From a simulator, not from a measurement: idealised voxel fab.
Module name: voxel wiring stack (process module)
Cross-section cut: width 185 nm, square cells of 5 nm.
For the purposes of this document, a cross-section shall be understood as a grid of square cells, specified as bands listed in top-to-bottom order, each band consisting of one or more rows of cells.
Look at the band entry: it leads with the top's height and the bottom's height in nm. Then it lists the materials left to right, with a width in nm for each. The word "full width" on a single material says that material fills the band edge to edge. The word "empty" is empty space.
Note: height 0 marks the level under which the wafer is uniformly one material as received. Lowest band unbounded below, written "z 0 and below".
A two-number width, for instance "30..40", indicates that the width is equal to the first number in the top row of the band and to the second number in the bottom row, and that it changes by a constant amount per row of cells.
Where the words "everything unchanged" appear for a step, the cross-section shows no cell changed by that step; every cell remained as before.
Under "Sealed void list" you'll find the enclosed gaps, the ones with no way out to the top, that are 8 cells or bigger; each reads width x height at distance, with distance counted from the left edge, everything in nm.
What comes after the settings on a step's line is commentary from the simulator itself on that step.
overlay nm: right-of-plan distance of the mask on a masked step; negative values mean left-of-plan.
Plan:
1,op RECEIVE | material Si
2,op CONFORMAL_DEP | material SiO2 | thk nm 15
3,op DIRECTIONAL_DEP | material TiN | thk nm 5
4,op DIRECTIONAL_DEP | material Ru | thk nm 25
5,op PATTERN | tone cover | mask id METAL_1 | material resist | width nm 30 | pitch nm 45 | thk nm 15 | overlay nm 0
6,op DIRECTIONAL_ETCH | etch materials Ru | depth nm 25
7,op DIRECTIONAL_ETCH | etch materials TiN | depth nm 5
8,op STRIP | etch materials resist
9,op CONFORMAL_DEP | material SiCN | thk nm 5
10,op FILL_DEP | material SiO2 | thk nm 5
11,op CMP | height nm 45
12,op CONFORMAL_DEP | material SiCN | thk nm 5
13,op DIRECTIONAL_DEP | material lowk | thk nm 10
14,op DIRECTIONAL_DEP | material aC | thk nm 15
15,op PATTERN | tone open | mask id PLUG_1 | material resist | width nm 15 | pitch nm 90 | thk nm 30 | overlay nm 0
16,op DIRECTIONAL_ETCH | etch materials aC | depth nm 15
17,op STRIP | etch materials resist
18,op DIRECTIONAL_ETCH | etch materials lowk | depth nm 10
19,op DIRECTIONAL_ETCH | etch materials SiCN | depth nm 5
20,op STRIP | etch materials aC
21,op EPI | material Ru | thk nm 10
22,op EPI | material Ru | thk nm 5
23,op CONFORMAL_DEP | material SiN | thk nm 5
24,op DIRECTIONAL_DEP | material lowk | thk nm 25
25,op MASKED_ETCH | tone open | mask id METAL_2 | width nm 30 | pitch nm 45 | etch materials lowk | depth nm 25 | overlay nm 0
26,op MASKED_ETCH | tone open | mask id METAL_2 | width nm 30 | pitch nm 45 | etch materials SiN | depth nm 5 | overlay nm 0
27,op CONFORMAL_DEP | material TiN | thk nm 5
28,op FILL_DEP | material Cu | thk nm 5
29,op CMP | height nm 90
30,op EPI | material Ru | thk nm 5
31,op FILL_DEP | material SiCN | thk nm 5
32,op DIRECTIONAL_DEP | material lowk | thk nm 25
33,op DIRECTIONAL_DEP | material aC | thk nm 15
34,op PATTERN | tone open | mask id METAL_3_HOLES | material resist | width nm 15 | pitch nm 45 | thk nm 35 | overlay nm 0
35,op DIRECTIONAL_ETCH | etch materials aC | depth nm 15
36,op STRIP | etch materials resist
37,op DIRECTIONAL_ETCH | etch materials lowk | depth nm 25
38,op STRIP | etch materials aC
39,op DIRECTIONAL_DEP | material aC | thk nm 10
40,op PATTERN | tone open | mask id METAL_3 | material resist | width nm 30 | pitch nm 45 | thk nm 30 | overlay nm 0
41,op DIRECTIONAL_ETCH | etch materials aC | depth nm 10
42,op STRIP | etch materials resist
43,op DIRECTIONAL_ETCH | etch materials lowk | depth nm 15
44,op DIRECTIONAL_ETCH | etch materials SiCN | depth nm 5
45,op STRIP | etch materials aC
46,op CONFORMAL_DEP | material TiN | thk nm 5
47,op FILL_DEP | material Cu | thk nm 10
48,op CMP | height nm 125
49,op CONFORMAL_DEP | material SiN | thk nm 5
All wafers enter the flow in the same state. The width nm at step 15 differs from wafer to wafer, and the plan gives the value for the first wafer.
Received wafers, first of several: cross-section after step 1:
z 0 and below: Si full width
Sealed void list: none
Once step 49, the last step, is complete, the module is at its end; this is the cross-section of the first of several wafers:
z 130 to 125: SiN full width
z 125 to 115: lowk=30 | TiN=5 | Cu=20 | TiN=5 | lowk=15 | TiN=5 | Cu=20 | TiN=5 | lowk=15 | TiN=5 | Cu=20 | TiN=5 | lowk=35
z 115 to 110: lowk=30 | TiN=5 | Cu=5 | TiN=20 | lowk=15 | TiN=5 | Cu=5 | TiN=20 | lowk=15 | TiN=5 | Cu=5 | TiN=20 | lowk=35
z 110 to 100: lowk=30 | TiN=5 | Cu=5 | TiN=5 | lowk=30 | TiN=5 | Cu=5 | TiN=5 | lowk=30 | TiN=5 | Cu=5 | TiN=5 | lowk=50
z 100 to 95: SiCN=30 | TiN=15 | SiCN=30 | TiN=15 | SiCN=30 | TiN=15 | SiCN=50
z 95 to 90: SiCN=25 | Ru=40 | SiCN=5 | Ru=40 | SiCN=5 | Ru=40 | SiCN=30
z 90 to 65: lowk=30 | TiN=5 | Cu=20 | TiN=5 | lowk=15 | TiN=5 | Cu=20 | TiN=5 | lowk=15 | TiN=5 | Cu=20 | TiN=5 | lowk=35
z 65 to 60: SiN=30 | TiN=30 | SiN=15 | TiN=30 | SiN=15 | TiN=30 | SiN=35
z 60 to 50: lowk=30 | Ru=15 | lowk=75 | Ru=15 | lowk=50
z 50 to 45: SiCN=30 | Ru=15 | SiCN=75 | Ru=15 | SiCN=50
z 45 to 20: SiO2=25 | SiCN=5 | Ru=30 | SiCN=5 | SiO2=5 | SiCN=5 | Ru=30 | SiCN=5 | SiO2=5 | SiCN=5 | Ru=30 | SiCN=5 | SiO2=30
z 20 to 15: SiCN=30 | TiN=30 | SiCN=15 | TiN=30 | SiCN=15 | TiN=30 | SiCN=35
z 15 to 0: SiO2 full width
z 0 and below: Si full width
Sealed void list: none
A cross-section through the last wafer at the close of the module:
z 130 to 125: SiN full width
z 125 to 115: lowk=30 | TiN=5 | Cu=20 | TiN=5 | lowk=15 | TiN=5 | Cu=20 | TiN=5 | lowk=15 | TiN=5 | Cu=20 | TiN=5 | lowk=35
z 115 to 110: lowk=30 | TiN=5 | Cu=5 | TiN=20 | lowk=15 | TiN=5 | Cu=5 | TiN=20 | lowk=15 | TiN=5 | Cu=5 | TiN=20 | lowk=35
z 110 to 100: lowk=30 | TiN=5 | Cu=5 | TiN=5 | lowk=30 | TiN=5 | Cu=5 | TiN=5 | lowk=30 | TiN=5 | Cu=5 | TiN=5 | lowk=50
z 100 to 95: SiCN=30 | TiN=15 | SiCN=30 | TiN=15 | SiCN=30 | TiN=15 | SiCN=50
z 95 to 90: SiCN=25 | Ru=40 | SiCN=5 | Ru=40 | SiCN=5 | Ru=40 | SiCN=30
z 90 to 65: lowk=30 | TiN=5 | Cu=20 | TiN=5 | lowk=15 | TiN=5 | Cu=20 | TiN=5 | lowk=15 | TiN=5 | Cu=20 | TiN=5 | lowk=35
z 65 to 60: SiN=30 | TiN=30 | SiN=15 | TiN=30 | SiN=15 | TiN=30 | SiN=35
z 60 to 50: lowk=25 | Ru=30 | lowk=60 | Ru=30 | lowk=40
z 50 to 45: SiCN=25 | Ru=30 | SiCN=60 | Ru=30 | SiCN=40
z 45 to 20: SiO2=25 | SiCN=5 | Ru=30 | SiCN=5 | SiO2=5 | SiCN=5 | Ru=30 | SiCN=5 | SiO2=5 | SiCN=5 | Ru=30 | SiCN=5 | SiO2=30
z 20 to 15: SiCN=30 | TiN=30 | SiCN=15 | TiN=30 | SiCN=15 | TiN=30 | SiCN=35
z 15 to 0: SiO2 full width
z 0 and below: Si full width
Sealed void list: none
Below is a per-wafer table. In it, each row describes the wafer at the end of the module by giving, for each material, the number of cells gained (+) or lost (-) since the wafer was received, and after that the closed voids of the wafer:
width nm 15; +93 Cu; +132 Ru; +121 SiCN; +56 SiN; +176 SiO2; +114 TiN; +270 lowk; Sealed void list: none
width nm 20; +93 Cu; +138 Ru; +119 SiCN; +56 SiN; +176 SiO2; +114 TiN; +266 lowk; Sealed void list: none
width nm 25; +93 Cu; +144 Ru; +117 SiCN; +56 SiN; +176 SiO2; +114 TiN; +262 lowk; Sealed void list: none
width nm 30; +93 Cu; +150 Ru; +115 SiCN; +56 SiN; +176 SiO2; +114 TiN; +258 lowk; Sealed void list: none
